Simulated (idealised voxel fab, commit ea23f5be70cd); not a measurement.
process module | voxel self aligned vias
cross-section cut | 205 nm wide | cells 5 nm
A cross-section is a grid of square cells, given in bands from the top down. A band is one or more rows of cells.
Each band's line starts with the height of the band's top and of its bottom, in nm. Then come its materials from left to right, each with its width in nm. One material with "throughout" fills the band from edge to edge. "air" is empty space.
Height 0 is the level under which the wafer as received is all one material. The lowest band goes on downwards, as in "0 down".
A width such as "30 to 40" changes by the same amount from each row of cells to the next, from the band's top row to its bottom row.
"no change" after a step means that no cell of the cross-section changed.
closed voids: empty space of 8 cells or more with no open way to the top, each as width x height at its distance from the left edge, in nm
after a step's settings: what the simulator itself notes on the step
overlay nm, on a step with a mask: how far to the right of its planned place the mask lay; to the left if negative
Each pair below shows a cross-section before one step and the cross-section after it, down to the lowest band that changed. The line under each pair gives the step between them, with its settings. The pairs can come from different runs of this module on the same starting wafer, so a pair continues from the pair above only where its "before" says so.
before
  55 to 40: SiO2 throughout
  40 to 35: SiO2 30 | SiN 25 | SiO2 35 | SiN 25 | SiO2 35 | SiN 25 | SiO2 30
  35 to 25: SiO2 30 | TiN 5 | Ru 15 | TiN 5 | SiO2 35 | TiN 5 | Ru 15 | TiN 5 | SiO2 35 | TiN 5 | Ru 15 | TiN 5 | SiO2 30
  25 to 20: SiO2 30 | TiN 25 | SiO2 35 | TiN 25 | SiO2 35 | TiN 25 | SiO2 30
  20 to 15: SiCN throughout
  15 to 0: SiO2 throughout
  0 down: Si throughout
  closed voids: none
after
  55 to 40: SiO2 15 | air 45 | SiO2 15 | air 45 | SiO2 15 | air 45 | SiO2 25
  below 40: unchanged
  closed voids: none
the step between: op MASKED_ETCH | tone open | mask id VIAS | width nm 45 | pitch nm 60 | etch materials SiO2 | depth nm 15 | overlay nm -5
before: the cross-section after the pair above
after
  55 to 40: SiO2 15 | air 45 | SiO2 15 | air 45 | SiO2 15 | air 45 | SiO2 25
  40 to 35: SiO2 30 | air 25 | SiO2 35 | air 25 | SiO2 35 | air 25 | SiO2 30
  below 35: unchanged
  closed voids: none
the step between: op MASKED_ETCH | tone open | mask id VIAS | width nm 45 | pitch nm 60 | etch materials SiN | depth nm 5 | overlay nm 0
before: the cross-section after the pair above
after
  60 to 55: TiN 20 | air 35 | TiN 25 | air 35 | TiN 25 | air 35 | TiN 30
  55 to 45: SiO2 15 | TiN 5 | air 35 | TiN 5 | SiO2 15 | TiN 5 | air 35 | TiN 5 | SiO2 15 | TiN 5 | air 35 | TiN 5 | SiO2 25
  45 to 40: SiO2 15 | TiN 20 | air 15 | TiN 10 | SiO2 15 | TiN 20 | air 15 | TiN 10 | SiO2 15 | TiN 20 | air 15 | TiN 10 | SiO2 25
  40 to 35: SiO2 30 | TiN 25 | SiO2 35 | TiN 25 | SiO2 35 | TiN 25 | SiO2 30
  below 35: unchanged
  closed voids: none
the step between: op CONFORMAL_DEP | material TiN | thk nm 5
before: the cross-section after the pair above
after
  65 to 60: W throughout
  60 to 55: TiN 20 | W 35 | TiN 25 | W 35 | TiN 25 | W 35 | TiN 30
  55 to 45: SiO2 15 | TiN 5 | W 35 | TiN 5 | SiO2 15 | TiN 5 | W 35 | TiN 5 | SiO2 15 | TiN 5 | W 35 | TiN 5 | SiO2 25
  45 to 40: SiO2 15 | TiN 20 | W 15 | TiN 10 | SiO2 15 | TiN 20 | W 15 | TiN 10 | SiO2 15 | TiN 20 | W 15 | TiN 10 | SiO2 25
  below 40: unchanged
  closed voids: none
the step between: op FILL_DEP | material W | thk nm 5
before: the cross-section after the pair above
after
  55 to 45: SiO2 15 | TiN 5 | W 35 | TiN 5 | SiO2 15 | TiN 5 | W 35 | TiN 5 | SiO2 15 | TiN 5 | W 35 | TiN 5 | SiO2 25
  below 45: unchanged
  closed voids: none
the step between: op CMP | height nm 55
before: the cross-section after the pair above
after
  60 to 55: SiN throughout
  below 55: unchanged
  closed voids: none
the step between: op CONFORMAL_DEP | material SiN | thk nm 5
before
  60 to 55: TiN 25 | air 35 | TiN 25 | air 35 | TiN 25 | air 35 | TiN 25
  55 to 45: SiO2 20 | TiN 5 | air 35 | TiN 5 | SiO2 15 | TiN 5 | air 35 | TiN 5 | SiO2 15 | TiN 5 | air 35 | TiN 5 | SiO2 20
  45 to 40: SiO2 20 | TiN 15 | air 15 | TiN 15 | SiO2 15 | TiN 15 | air 15 | TiN 15 | SiO2 15 | TiN 15 | air 15 | TiN 15 | SiO2 20
  40 to 35: SiO2 30 | TiN 25 | SiO2 35 | TiN 25 | SiO2 35 | TiN 25 | SiO2 30
  35 to 25: SiO2 30 | TiN 5 | Ru 15 | TiN 5 | SiO2 35 | TiN 5 | Ru 15 | TiN 5 | SiO2 35 | TiN 5 | Ru 15 | TiN 5 | SiO2 30
  25 to 20: SiO2 30 | TiN 25 | SiO2 35 | TiN 25 | SiO2 35 | TiN 25 | SiO2 30
  20 to 15: SiCN throughout
  15 to 0: SiO2 throughout
  0 down: Si throughout
  closed voids: none
after
  65 to 60: SiN throughout
  60 to 55: TiN 25 | SiN 35 | TiN 25 | SiN 35 | TiN 25 | SiN 35 | TiN 25
  55 to 45: SiO2 20 | TiN 5 | SiN 35 | TiN 5 | SiO2 15 | TiN 5 | SiN 35 | TiN 5 | SiO2 15 | TiN 5 | SiN 35 | TiN 5 | SiO2 20
  45 to 40: SiO2 20 | TiN 15 | SiN 15 | TiN 15 | SiO2 15 | TiN 15 | SiN 15 | TiN 15 | SiO2 15 | TiN 15 | SiN 15 | TiN 15 | SiO2 20
  below 40: unchanged
  closed voids: none
the step between: op FILL_DEP | material SiN | thk nm 5
before: the cross-section after the pair above
after
  55 to 45: SiO2 20 | TiN 5 | SiN 35 | TiN 5 | SiO2 15 | TiN 5 | SiN 35 | TiN 5 | SiO2 15 | TiN 5 | SiN 35 | TiN 5 | SiO2 20
  below 45: unchanged
  closed voids: none
the step between: op CMP | height nm 55
before: the cross-section after the pair above
after
  60 to 55: SiN throughout
  below 55: unchanged
  closed voids: none
the step between: op CONFORMAL_DEP | material SiN | thk nm 5
before
  40 to 20: SiO2 throughout
  20 to 15: SiCN throughout
  15 to 0: SiO2 throughout
  0 down: Si throughout
  closed voids: none
after
  60 to 40: air 30 | resist 25 | air 35 | resist 25 | air 35 | resist 25 | air 30
  below 40: unchanged
  closed voids: none
the step between: op PATTERN | tone cover | mask id LINES | material resist | width nm 25 | pitch nm 60 | thk nm 20 | overlay nm 0
before: the cross-section after the pair above
after
  60 to 40: air 30 | resist 25 | air 35 | resist 25 | air 35 | resist 25 | air 30
  40 to 20: air 30 | SiO2 25 | air 35 | SiO2 25 | air 35 | SiO2 25 | air 30
  below 20: unchanged
  closed voids: none
the step between: op DIRECTIONAL_ETCH | etch materials SiO2 | depth nm 20
before: the cross-section after the pair above
after
  40 to 20: air 30 | SiO2 25 | air 35 | SiO2 25 | air 35 | SiO2 25 | air 30
  below 20: unchanged
  closed voids: none
the step between: op STRIP | etch materials resist
before: the cross-section after the pair above
after
  45 to 40: air 25 | TiN 35 | air 25 | TiN 35 | air 25 | TiN 35 | air 25
  40 to 25: air 25 | TiN 5 | SiO2 25 | TiN 5 | air 25 | TiN 5 | SiO2 25 | TiN 5 | air 25 | TiN 5 | SiO2 25 | TiN 5 | air 25
  25 to 20: TiN 30 | SiO2 25 | TiN 35 | SiO2 25 | TiN 35 | SiO2 25 | TiN 30
  below 20: unchanged
  closed voids: none
the step between: op CONFORMAL_DEP | material TiN | thk nm 5
before: the cross-section after the pair above
after
  50 to 45: Ru throughout
  45 to 40: Ru 25 | TiN 35 | Ru 25 | TiN 35 | Ru 25 | TiN 35 | Ru 25
  40 to 25: Ru 25 | TiN 5 | SiO2 25 | TiN 5 | Ru 25 | TiN 5 | SiO2 25 | TiN 5 | Ru 25 | TiN 5 | SiO2 25 | TiN 5 | Ru 25
  below 25: unchanged
  closed voids: none
the step between: op FILL_DEP | material Ru | thk nm 5
before: the cross-section after the pair above
after
  40 to 25: Ru 25 | TiN 5 | SiO2 25 | TiN 5 | Ru 25 | TiN 5 | SiO2 25 | TiN 5 | Ru 25 | TiN 5 | SiO2 25 | TiN 5 | Ru 25
  below 25: unchanged
  closed voids: none
the step between: op CMP | height nm 40
before: the cross-section after the pair above
after
  40 to 35: air 30 | SiO2 25 | air 35 | SiO2 25 | air 35 | SiO2 25 | air 30
  below 35: unchanged
  closed voids: none
the step between: op SELECTIVE_ETCH | etch materials W Ru TiN | depth nm 5
before: the cross-section after the pair above
after
  45 to 40: SiN throughout
  40 to 35: SiN 30 | SiO2 25 | SiN 35 | SiO2 25 | SiN 35 | SiO2 25 | SiN 30
  below 35: unchanged
  closed voids: none
the step between: op FILL_DEP | material SiN | thk nm 5
before: the cross-section after the pair above
after
  40 to 35: SiN 30 | SiO2 25 | SiN 35 | SiO2 25 | SiN 35 | SiO2 25 | SiN 30
  below 35: unchanged
  closed voids: none
the step between: op CMP | height nm 40
before: the cross-section after the pair above
after
  55 to 40: SiO2 throughout
  below 40: unchanged
  closed voids: none
the step between: op DIRECTIONAL_DEP | material SiO2 | thk nm 15
before: the cross-section after the pair above
after
  55 to 40: SiO2 20 | air 45 | SiO2 15 | air 45 | SiO2 15 | air 45 | SiO2 20
  below 40: unchanged
  closed voids: none
the step between: op MASKED_ETCH | tone open | mask id VIAS | width nm 45 | pitch nm 60 | etch materials SiO2 | depth nm 15 | overlay nm 0
before: the cross-section after the pair above
after
  55 to 40: SiO2 20 | air 45 | SiO2 15 | air 45 | SiO2 15 | air 45 | SiO2 20
  40 to 35: SiN 20 | air 10 | SiO2 25 | air 10 | SiN 15 | air 10 | SiO2 25 | air 10 | SiN 15 | air 10 | SiO2 25 | air 10 | SiN 20
  below 35: unchanged
  closed voids: none
the step between: op MASKED_ETCH | tone open | mask id VIAS | width nm 45 | pitch nm 60 | etch materials SiN | depth nm 5 | overlay nm 0
before: the cross-section after the pair above
after
  60 to 55: TiN 25 | air 35 | TiN 25 | air 35 | TiN 25 | air 35 | TiN 25
  55 to 45: SiO2 20 | TiN 5 | air 35 | TiN 5 | SiO2 15 | TiN 5 | air 35 | TiN 5 | SiO2 15 | TiN 5 | air 35 | TiN 5 | SiO2 20
  45 to 40: SiO2 20 | TiN 45 | SiO2 15 | TiN 45 | SiO2 15 | TiN 45 | SiO2 20
  40 to 35: SiN 20 | TiN 10 | SiO2 25 | TiN 10 | SiN 15 | TiN 10 | SiO2 25 | TiN 10 | SiN 15 | TiN 10 | SiO2 25 | TiN 10 | SiN 20
  below 35: unchanged
  closed voids: none
the step between: op CONFORMAL_DEP | material TiN | thk nm 5
before: the cross-section after the pair above
after
  65 to 60: W throughout
  60 to 55: TiN 25 | W 35 | TiN 25 | W 35 | TiN 25 | W 35 | TiN 25
  55 to 45: SiO2 20 | TiN 5 | W 35 | TiN 5 | SiO2 15 | TiN 5 | W 35 | TiN 5 | SiO2 15 | TiN 5 | W 35 | TiN 5 | SiO2 20
  below 45: unchanged
  closed voids: none
the step between: op FILL_DEP | material W | thk nm 5
before: the cross-section after the pair above
after
  55 to 45: SiO2 20 | TiN 5 | W 35 | TiN 5 | SiO2 15 | TiN 5 | W 35 | TiN 5 | SiO2 15 | TiN 5 | W 35 | TiN 5 | SiO2 20
  below 45: unchanged
  closed voids: none
the step between: op CMP | height nm 55
before: the cross-section after the pair above
after
  60 to 55: SiN throughout
  below 55: unchanged
  closed voids: none
the step between: op CONFORMAL_DEP | material SiN | thk nm 5
